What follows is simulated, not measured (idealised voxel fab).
Herein follows the process module entitled voxel air gaps.
Cross-sectional view cut (width: 230 nm; square cell size: 5 nm).
A cross-section in this document is a grid of square cells, and it is written down as bands, the top band listed before the ones below it; a band is made up of one or more rows of cells. Look at the band entry: it leads with the top's height and the bottom's height in nm. Then it lists the materials left to right, with a width in nm for each. The word "everywhere" on a single material says that material fills the band edge to edge. The word "air" is empty space. Heights are measured from 0, the level below which the as-received wafer is all one material; the lowest band has no bottom and continues downward, written as in "0 and below". Graded width ("30->40"): value in top row of band = first number; value in bottom row = second number; row-to-row change constant. When a step is marked "nothing got changed", none of the cells in the cross-section changed during that step. "Sealed void inventory" contains a list of empty spaces, each no smaller than 8 cells and without an open way to the top, written in the form width x height at distance with the distance from the left edge and all three in nm. If you see something after the settings on a step's line, that's the simulator's own remark about that step. overlay nm: where the mask lay relative to plan, measured to the right, on steps with a mask; negatives go left.
### The planned process steps are enumerated hereunder
1) RECEIVE | material Si
2) CONFORMAL_DEP | material SiO2 | thk nm 10
3) CONFORMAL_DEP | material SiN | thk nm 5
4) DIRECTIONAL_DEP | material lowk | thk nm 40
5) DIRECTIONAL_DEP | material aC | thk nm 15
6) PATTERN | tone open | mask id LINES | material resist | width nm 20 | pitch nm 45 | thk nm 30 | overlay nm 0
7) DIRECTIONAL_ETCH | etch materials aC | depth nm 15
8) STRIP | etch materials resist
9) DIRECTIONAL_ETCH | etch materials lowk | depth nm 40
10) STRIP | etch materials aC
11) CONFORMAL_DEP | material TiN | thk nm 5
12) FILL_DEP | material Cu | thk nm 5
13) CMP | height nm 45
14) EPI | material Ru | thk nm 10
15) SELECTIVE_ETCH | etch materials lowk | depth nm 50
16) CONFORMAL_DEP | material SiCN | thk nm 5
For this document, wafers share an identical start and vary in the step 13 height nm; the plan quotes the first wafer's value.
### Step 1 complete: as-received cross-section of the first of several wafers
> 0 and below | Si everywhere
> Sealed void inventory: none
### Take any row and you have a wafer at the end of the module: how many cells of each material it has gained (+) or lost (-) since it was received, and then its closed voids
height nm 45 | +30 Cu | +48 Ru | +110 SiCN | +46 SiN | +92 SiO2 | +42 TiN | Sealed void inventory: 15 x 20 at 85; 15 x 20 at 130
height nm 50 | +36 Cu | +48 Ru | +116 SiCN | +46 SiN | +92 SiO2 | +48 TiN | Sealed void inventory: 15 x 25 at 85; 15 x 25 at 130
height nm 55 | +42 Cu | +48 Ru | +122 SiCN | +46 SiN | +92 SiO2 | +54 TiN | Sealed void inventory: 15 x 30 at 85; 15 x 30 at 130
height nm 60 | +48 Cu | +92 Ru | +46 SiCN | +46 SiN | +92 SiO2 | +94 TiN | +272 lowk | Sealed void inventory: none
height nm 65 | +94 Cu | +92 Ru | +46 SiCN | +46 SiN | +92 SiO2 | +94 TiN | +272 lowk | Sealed void inventory: none
